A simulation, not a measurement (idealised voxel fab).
Process module in this document: voxel gate over fins
Shown is cross-section cut, with a width of 245 nm and square cells of size 5 nm.
How to read a cross-section here: the picture is a grid of square cells, written as bands going from the top down, and any band can span one or more rows of cells.
What a band's entry tells you: where the top is and where the bottom is, as heights in nm, and after that what lies inside, material by material from left to right, each with its width in nm. Empty space is written as the word "air", and a single material marked with the word "everywhere" occupies the band from edge to edge.
All heights in this document are referenced to 0, defined as the level beneath which the wafer, as received, consists entirely of one material. The lowest band is not bounded below; it extends indefinitely downward and is written in the form "from 0 down".
The notation "30..40" denotes a width that varies across the rows of cells in the band, beginning at the first number in the top row, finishing at the second number in the bottom row, and changing by an identical amount from each row to the next.
Reading "no change" for a step: not a cell of the cross-section changed in it.
"closed voids" specifies each empty space that is not open to the top and that occupies no fewer than 8 cells, using the form width x height at distance, the distance measured from the left edge and all three quantities in nm.
On each step's line, the part that comes after the settings is the simulator's own comment on the step.
overlay nm: step with mask; distance mask lay right of planned place; negative value = left of planned place.
STEPS IN THE PROCESS PLAN
1 RECEIVE with material Si
2 CONFORMAL_DEP with material SiN, thk nm 5
3 MASKED_ETCH with tone cover, mask id FINS, width nm 15, pitch nm 35, etch materials SiN, depth nm 5, overlay nm 0
4 MASKED_ETCH with tone cover, mask id FINS, width nm 15, pitch nm 35, etch materials Si, depth nm 30, overlay nm -15
5 OXIDIZE with depth nm 5
6 FILL_DEP with material SiO2, thk nm 15
7 CMP with height nm 5
8 SELECTIVE_ETCH with etch materials SiO2, depth nm 15
9 STRIP with etch materials SiN
10 CONFORMAL_DEP with material HfO2, thk nm 5
11 CONFORMAL_DEP with material TiN, thk nm 5
12 FILL_DEP with material W, thk nm 15
13 CMP with height nm 20
14 CONFORMAL_DEP with material SiCN, thk nm 10
varied across the wafers: overlay nm of step 4. The plan shows the first wafer's value. All wafers start alike
CROSS-SECTION OF THE FIRST INCOMING WAFER OF SEVERAL, STATE AFTER STEP 1
from 0 down  Si everywhere
closed voids: none
END-OF-MODULE CROSS-SECTION, FIRST OF SEVERAL WAFERS, AFTER LAST STEP 14
from 30 to 20  SiCN everywhere
from 20 to 10  W everywhere
from 10 to 5  W 75; TiN 25; W 10; TiN 25; W 10; TiN 25; W 75
from 5 to 0  W 60; TiN 20; HfO2 15; TiN 20; HfO2 15; TiN 20; HfO2 15; TiN 5; W 75
from 0 to -5  TiN 65; HfO2 20; Si 5; HfO2 5; TiN 5; HfO2 20; Si 5; HfO2 5; TiN 5; HfO2 20; Si 5; HfO2 5; TiN 80
from -5 to -10  HfO2 70; Si 20; HfO2 15; Si 20; HfO2 15; Si 20; HfO2 85
from -10 to -35  SiO2 70; Si 20; SiO2 15; Si 20; SiO2 15; Si 20; SiO2 85
from -35 down  Si everywhere
closed voids: none
OF THE SEVERAL WAFERS, THE LAST: CROSS-SECTION AT THE END OF THE MODULE
from 30 to 20  SiCN everywhere
from 20 to 10  W everywhere
from 10 to 5  W 75; TiN 25; W 10; TiN 25; W 10; TiN 25; W 75
from 5 to 0  W 75; TiN 5; HfO2 15; TiN 20; HfO2 15; TiN 20; HfO2 15; TiN 20; W 60
from 0 to -5  TiN 80; HfO2 5; Si 5; HfO2 20; TiN 5; HfO2 5; Si 5; HfO2 20; TiN 5; HfO2 5; Si 5; HfO2 20; TiN 65
from -5 to -10  HfO2 85; Si 20; HfO2 15; Si 20; HfO2 15; Si 20; HfO2 70
from -10 to -35  SiO2 85; Si 20; SiO2 15; Si 20; SiO2 15; Si 20; SiO2 70
from -35 down  Si everywhere
closed voids: none
WAFER ROWS, END OF MODULE: CELLS PER MATERIAL GAINED (+) OR LOST (-) SINCE RECEIPT; CLOSED VOIDS LAST
overlay nm -15 | +61 HfO2 | -268 Si | +98 SiCN | +185 SiO2 | +59 TiN | +159 W | closed voids: none
overlay nm -10 | +61 HfO2 | -286 Si | +98 SiCN | +200 SiO2 | +61 TiN | +160 W | closed voids: none
overlay nm -5 | +61 HfO2 | -304 Si | +98 SiCN | +215 SiO2 | +61 TiN | +163 W | closed voids: none
overlay nm 0 | +61 HfO2 | -322 Si | +98 SiCN | +230 SiO2 | +61 TiN | +166 W | closed voids: none
overlay nm 5 | +61 HfO2 | -304 Si | +98 SiCN | +215 SiO2 | +61 TiN | +163 W | closed voids: none
overlay nm 10 | +61 HfO2 | -286 Si | +98 SiCN | +200 SiO2 | +61 TiN | +160 W | closed voids: none
overlay nm 15 | +61 HfO2 | -268 Si | +98 SiCN | +185 SiO2 | +59 TiN | +159 W | closed voids: none
